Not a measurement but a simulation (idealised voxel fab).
Title: Process Module voxel air gaps
Each square cell in cross-section cut measures 5 nm, and the section as a whole is 235 nm wide.
Cross-section = grid of square cells, listed top down in bands; band = one or more rows.
Basically the band line says how high the top is and how high the bottom is, in nm, and then what's in it from left to right, every material with its width in nm. Empty space shows up as "air", and if a single material carries "edge to edge" it runs the full band edge to edge.
We count height from 0. Below that, the starting wafer is all one material. The lowest band never ends at the bottom but goes on down; see "0 nm and below" for how that is written.
A width given as "30->40" starts at the first number in the band's top row and ends at the second number in its bottom row, shifting by an equal amount at every step from row to row.
Basically "everything unchanged" means that step didn't change any cell in the cross-section.
"Closed void entries" enumerates empty spaces isolated from the top, with no open way to it, that contain at least 8 cells, giving each as width x height at distance from the left edge, all three in nm.
Read whatever lies past the settings on a step's line as the simulator's own remark about the step.
For masked steps, "overlay nm" on the step line gives how far right of plan the mask actually lay; a minus sign means it lay to the left.
Here's what the planned process steps look like
| 1 | op RECEIVE | material Si |
| 2 | op CONFORMAL_DEP | material SiO2 | thk nm 15 |
| 3 | op CONFORMAL_DEP | material SiCN | thk nm 5 |
| 4 | op DIRECTIONAL_DEP | material SiO2 | thk nm 35 |
| 5 | op DIRECTIONAL_DEP | material aC | thk nm 10 |
| 6 | op PATTERN | tone open | mask id LINES | material resist | width nm 25 | pitch nm 50 | thk nm 25 | overlay nm 0 |
| 7 | op DIRECTIONAL_ETCH | etch materials aC | depth nm 10 |
| 8 | op STRIP | etch materials resist |
| 9 | op DIRECTIONAL_ETCH | etch materials SiO2 | depth nm 35 |
| 10 | op STRIP | etch materials aC |
| 11 | op CONFORMAL_DEP | material TiN | thk nm 5 |
| 12 | op FILL_DEP | material Cu | thk nm 10 |
| 13 | op CMP | height nm 55 |
| 14 | op EPI | material Ru | thk nm 10 |
| 15 | op SELECTIVE_ETCH | etch materials SiO2 | depth nm 45 |
| 16 | op CONFORMAL_DEP | material SiCN | thk nm 5 |
Shown in cross-section is the wafer as received, that is, as it stands after step 1
	0 nm and below: Si edge to edge
	Closed void entries: none
The first of two wafers, cross-sectioned at the end of the module, with the run proceeding as planned
	70 nm to 65 nm: air=40 | SiCN=155 | air=40
	65 nm to 55 nm: air=40 | SiCN=5 | Ru=45 | SiCN=5 | Ru=45 | SiCN=5 | Ru=45 | SiCN=5 | air=40
	55 nm to 50 nm: air=40 | SiCN=15 | TiN=5 | Cu=15 | TiN=5 | SiCN=25 | TiN=5 | Cu=15 | TiN=5 | SiCN=25 | TiN=5 | Cu=15 | TiN=5 | SiCN=15 | air=40
	50 nm to 25 nm: air=50 | SiCN=5 | TiN=5 | Cu=15 | TiN=5 | SiCN=5 | air=15 | SiCN=5 | TiN=5 | Cu=15 | TiN=5 | SiCN=5 | air=15 | SiCN=5 | TiN=5 | Cu=15 | TiN=5 | SiCN=5 | air=50
	25 nm to 20 nm: SiCN=55 | TiN=25 | SiCN=25 | TiN=25 | SiCN=25 | TiN=25 | SiCN=55
	20 nm to 15 nm: SiCN edge to edge
	15 nm to 0 nm: SiO2 edge to edge
	0 nm and below: Si edge to edge
	Closed void entries: 15 x 25 at 85; 15 x 25 at 135
Here's the second of our two wafers sectioned at module end. Same start as the first, same plan, but one mistake got made running it
	70 nm to 65 nm: air=45 | SiCN=45 | air=5 | SiCN=45 | air=5 | SiCN=45 | air=45
	65 nm to 55 nm: air=45 | SiCN=5 | Ru=35 | SiCN=5 | air=5 | SiCN=5 | Ru=35 | SiCN=5 | air=5 | SiCN=5 | Ru=35 | SiCN=5 | air=45
	55 nm to 50 nm: air=45 | SiCN=15 | TiN=5 | Cu=5 | TiN=5 | SiCN=15 | air=5 | SiCN=15 | TiN=5 | Cu=5 | TiN=5 | SiCN=15 | air=5 | SiCN=15 | TiN=5 | Cu=5 | TiN=5 | SiCN=15 | air=45
	50 nm to 25 nm: air=55 | SiCN=5 | TiN=5 | Cu=5 | TiN=5 | SiCN=5 | air=25 | SiCN=5 | TiN=5 | Cu=5 | TiN=5 | SiCN=5 | air=25 | SiCN=5 | TiN=5 | Cu=5 | TiN=5 | SiCN=5 | air=55
	25 nm to 20 nm: SiCN=60 | TiN=15 | SiCN=35 | TiN=15 | SiCN=35 | TiN=15 | SiCN=60
	20 nm to 15 nm: SiCN edge to edge
	15 nm to 0 nm: SiO2 edge to edge
	0 nm and below: Si edge to edge
	Closed void entries: none
Heads up, the wafer didn't run the way we planned it: note that step 6 departed from the planned setting and was carried out as op PATTERN | tone open | mask id LINES | material resist | width nm 15 | pitch nm 50 | thk nm 25 | overlay nm 0
Final wafer comparison in cells, second versus first, more or fewer per material: Cu: 36 fewer; Ru: 12 fewer; SiCN: 8 more; TiN: 6 fewer
Final count of closed voids per wafer: 2 in the first, 0 in the second.
